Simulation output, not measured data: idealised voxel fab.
process module | voxel fin reveal
The cross-section on display is named cut; it measures 245 nm wide, and its cells are 5 nm squares.
Cross-section = grid of square cells, listed top down in bands; band = one or more rows. In this notation a band is specified by the heights of its top and bottom, in that order and in nm, after which its materials appear from left to right, each paired with its width in nm. The word "full width" attached to a single material means that material fills the band from edge to edge; the word "air" stands for empty space. Heads up on the height convention: 0 is the point under which the incoming wafer is all one material, and the lowest band has no bottom, it just keeps going down, like "top 0, no bottom". Per-row width for "30..40": begins at first number (top row of band), ends at second number (bottom row), increment between rows held constant. "no change occurred" after a step means that no cell of the cross-section changed. Each empty space that has no open way to the top and spans at least 8 cells appears under "Unvented cavities" as width x height at distance, the distance counted from the left edge, all in nm. after a step's settings: what the simulator itself notes on the step. Among the settings permitted on a step's line is "overlay nm"; applied to a step with a mask, it specifies the extent to which the mask lay to the right of its planned position, whereas a negative figure signifies a position to the left.

STEPS PLANNED FOR THE PROCESS
step 1: RECEIVE,material Si
step 2: CONFORMAL_DEP,material SiN,thk nm 5
step 3: DIRECTIONAL_DEP,material aC,thk nm 10
step 4: PATTERN,tone cover,mask id FINS,material resist,width nm 15,pitch nm 40,thk nm 25,overlay nm 0
step 5: DIRECTIONAL_ETCH,etch materials aC,depth nm 10
step 6: STRIP,etch materials resist
step 7: DIRECTIONAL_ETCH,etch materials SiN,depth nm 5
step 8: DIRECTIONAL_ETCH,etch materials Si,depth nm 35
step 9: STRIP,etch materials aC
step 10: OXIDIZE,depth nm 5
step 11: FILL_DEP,material SiO2,thk nm 5
step 12: CMP,height nm 5
step 13: SELECTIVE_ETCH,etch materials SiO2,depth nm 30
step 14: STRIP,etch materials SiN

AS RECEIVED (POST STEP 1): CROSS-SECTION
	top 0, no bottom  Si full width
	Unvented cavities: none

WAFER AT MODULE END, IN SECTION. BEGAN AS ABOVE, PLANNED AS ABOVE, RUN WITH ONE MISTAKE
	top -5, bottom -35  80 air | 5 Si | 35 air | 5 Si | 35 air | 5 Si | 80 air
	top -35, bottom -40  80 SiO2 | 5 Si | 35 SiO2 | 5 Si | 35 SiO2 | 5 Si | 80 SiO2
	top -40, no bottom  Si full width
	Unvented cavities: none
What broke from the plan during processing? so step 12 ended up running with a different setting than we planned, it ran as CMP,height nm -5
